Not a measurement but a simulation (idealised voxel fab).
The name of this process module is voxel released beams.
Xsec cut, 250 nm wide, square cell size 5 nm.
How to read a cross-section here: the picture is a grid of square cells, written as bands going from the top down, and any band can span one or more rows of cells. Heads up on the band format: heights come first, top then bottom, in nm. After that it's the materials left to right, each with its width in nm. A single material flagged "edge to edge" fills the whole band edge to edge, and "air" means there's empty space there. Note: height 0 marks the level under which the wafer is uniformly one material as received. Lowest band unbounded below, written "0 nm and below". The width entry "30 to 40" should be interpreted row by row: the top row of cells in the band takes the first number, the bottom row takes the second number, and the change between adjacent rows is uniform throughout. Step note "no change occurred" = no cross-section cell changed. In the "Closed void catalog" entry, you get each enclosed empty space of 8 cells or more, one with no open way to the top, written width x height at distance, distance from the left edge, in nm. It should be noted that, on the line of a given step, the content following the step's settings is a remark produced by the simulator itself with respect to that step. "overlay nm" answers the question of how far to the right of plan the mask lay on a step that has a mask, and when it is negative the answer is to the left.

**These are the steps we planned for the process**
- 1: RECEIVE, material Si
- 2: CONFORMAL_DEP, material Al2O3, thk nm 10
- 3: DIRECTIONAL_DEP, material SiO2, thk nm 15
- 4: MASKED_ETCH, tone open, mask id ANCHOR, width nm 25, etch materials SiO2, depth nm 15, overlay nm 0
- 5: CONFORMAL_DEP, material W, thk nm 10
- 6: DIRECTIONAL_DEP, material aC, thk nm 15
- 7: PATTERN, tone cover, mask id BEAM, material resist, width nm 110, thk nm 30, overlay nm 0
- 8: DIRECTIONAL_ETCH, etch materials aC, depth nm 15
- 9: STRIP, etch materials resist
- 10: DIRECTIONAL_ETCH, etch materials W, depth nm 10
- 11: STRIP, etch materials aC
- 12: STRIP, etch materials SiO2

**Cross-section of the incoming wafer, state after step 1**
    0 nm and below: Si edge to edge
    Closed void catalog: none

**End state of the module in cross-section, given the above starting point and plan and one mistake in execution**
    35 nm to 25 nm: air 65 | W 40 | air 145
    25 nm to 20 nm: air 60 | W 10 | SiO2 25 | W 10 | air 145
    20 nm to 10 nm: air 60 | W 10 | SiO2 25 | W 80 | air 75
    10 nm to 0 nm: Al2O3 edge to edge
    0 nm and below: Si edge to edge
    Closed void catalog: none
What was done differently from what was planned? planned and actual differ for step 4; actual: MASKED_ETCH, tone cover, mask id ANCHOR, width nm 25, etch materials SiO2, depth nm 15, overlay nm 0
